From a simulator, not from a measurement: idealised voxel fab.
You're looking at the process module voxel capacitor over wiring.
We display cut, a cross-section 210 nm in width whose square cells are each 5 nm.
Cross-sections here: square-cell grids, written as top-down lists of bands, a band being one or more rows of cells.
Look at the band entry: it leads with the top's height and the bottom's height in nm. Then it lists the materials left to right, with a width in nm for each. The word "throughout" on a single material says that material fills the band edge to edge. The word "blank" is empty space.
Height 0 is the level under which the wafer as received is all one material. The lowest band goes on downwards, as in "0 and below".
When a width is written as two numbers, as in "30..40", the first number is the width in the top row of cells of the band and the second is the width in its bottom row, and the width changes by the same amount from each row to the next.
"left unchanged" means the step left every cell of the cross-section as it was.
"Voids, enclosed" means: voids of 8 cells or more that are shut off from the top with no open way through. Written width x height at distance, distance from the left edge, in nm.
Note: text after step settings on the step line = simulator remark on that step.
overlay nm: mask right of planned place by this much (step with mask). Neg. = left.

PROCESS STEPS - PLAN
1 RECEIVE with material Si
2 CONFORMAL_DEP with material SiO2, thk nm 10
3 CONFORMAL_DEP with material SiCN, thk nm 5
4 DIRECTIONAL_DEP with material lowk, thk nm 25
5 PATTERN with tone open, mask id METAL_1, material resist, width nm 25, pitch nm 90, thk nm 20, overlay nm 0
6 DIRECTIONAL_ETCH with etch materials lowk, depth nm 25
7 DIRECTIONAL_ETCH with etch materials SiCN, depth nm 5
8 STRIP with etch materials resist
9 CONFORMAL_DEP with material TiN, thk nm 5
10 FILL_DEP with material Ru, thk nm 10
11 CMP with height nm 40
12 CONFORMAL_DEP with material SiCN, thk nm 5
13 DIRECTIONAL_DEP with material SiO2, thk nm 20
14 PATTERN with tone open, mask id PLUG_1, material resist, width nm 15, thk nm 20, overlay nm 0
15 DIRECTIONAL_ETCH with etch materials SiO2, depth nm 20
16 DIRECTIONAL_ETCH with etch materials SiCN, depth nm 5
17 STRIP with etch materials resist
18 EPI with material Ru, thk nm 10
19 EPI with material Ru, thk nm 10
20 EPI with material Ru, thk nm 5
21 DIRECTIONAL_DEP with material TiN, thk nm 5
22 DIRECTIONAL_DEP with material Al2O3, thk nm 5
23 DIRECTIONAL_DEP with material TiN, thk nm 5
24 DIRECTIONAL_DEP with material aC, thk nm 15
25 PATTERN with tone cover, mask id UPPER_PLATE, material resist, width nm 70, thk nm 35, overlay nm 0
26 DIRECTIONAL_ETCH with etch materials aC, depth nm 15
27 STRIP with etch materials resist
28 DIRECTIONAL_ETCH with etch materials TiN, depth nm 5
29 DIRECTIONAL_ETCH with etch materials Al2O3, depth nm 5
30 STRIP with etch materials aC
31 DIRECTIONAL_DEP with material aC, thk nm 10
32 PATTERN with tone cover, mask id LOWER_PLATE, material resist, width nm 80, thk nm 25, overlay nm 0
33 DIRECTIONAL_ETCH with etch materials aC, depth nm 10
34 STRIP with etch materials resist
35 DIRECTIONAL_ETCH with etch materials TiN, depth nm 5
36 STRIP with etch materials aC
37 FILL_DEP with material SiO2, thk nm 20
38 CMP with height nm 95
39 PATTERN with tone open, mask id PLUG_2, material resist, width nm 15, thk nm 20, overlay nm 0
40 DIRECTIONAL_ETCH with etch materials SiO2, depth nm 15
41 STRIP with etch materials resist
42 CONFORMAL_DEP with material TiN, thk nm 5
43 FILL_DEP with material W, thk nm 10
44 CMP with height nm 95
45 CONFORMAL_DEP with material SiN, thk nm 5

AS RECEIVED, AFTER STEP 1
0 and below  Si throughout
Voids, enclosed: none

RESULT OF THE MODULE, CROSS-SECTIONED: START PER ABOVE, PLAN PER ABOVE, ONE ERROR IN HOW IT WAS RUN
100 down to 95  SiN throughout
95 down to 85  SiO2=65, then TiN=5, then W=5, then TiN=5, then SiO2=130
85 down to 80  SiO2=65, then TiN=15, then SiO2=130
80 down to 75  SiO2 throughout
75 down to 70  SiO2=55, then Al2O3=70, then SiO2=85
70 down to 65  TiN=50, then SiO2=5, then TiN=70, then SiO2=5, then TiN=80
65 down to 45  SiO2=55, then Ru=15, then SiO2=140
45 down to 40  SiCN=55, then Ru=15, then SiCN=140
40 down to 15  lowk=45, then TiN=5, then Ru=15, then TiN=5, then lowk=65, then TiN=5, then Ru=15, then TiN=5, then lowk=50
15 down to 10  SiCN=45, then TiN=25, then SiCN=65, then TiN=25, then SiCN=50
10 down to 0  SiO2 throughout
0 and below  Si throughout
Voids, enclosed: none
Run error: step 32 was not run as planned; what actually ran was PATTERN with tone open, mask id LOWER_PLATE, material resist, width nm 80, thk nm 25, overlay nm 0
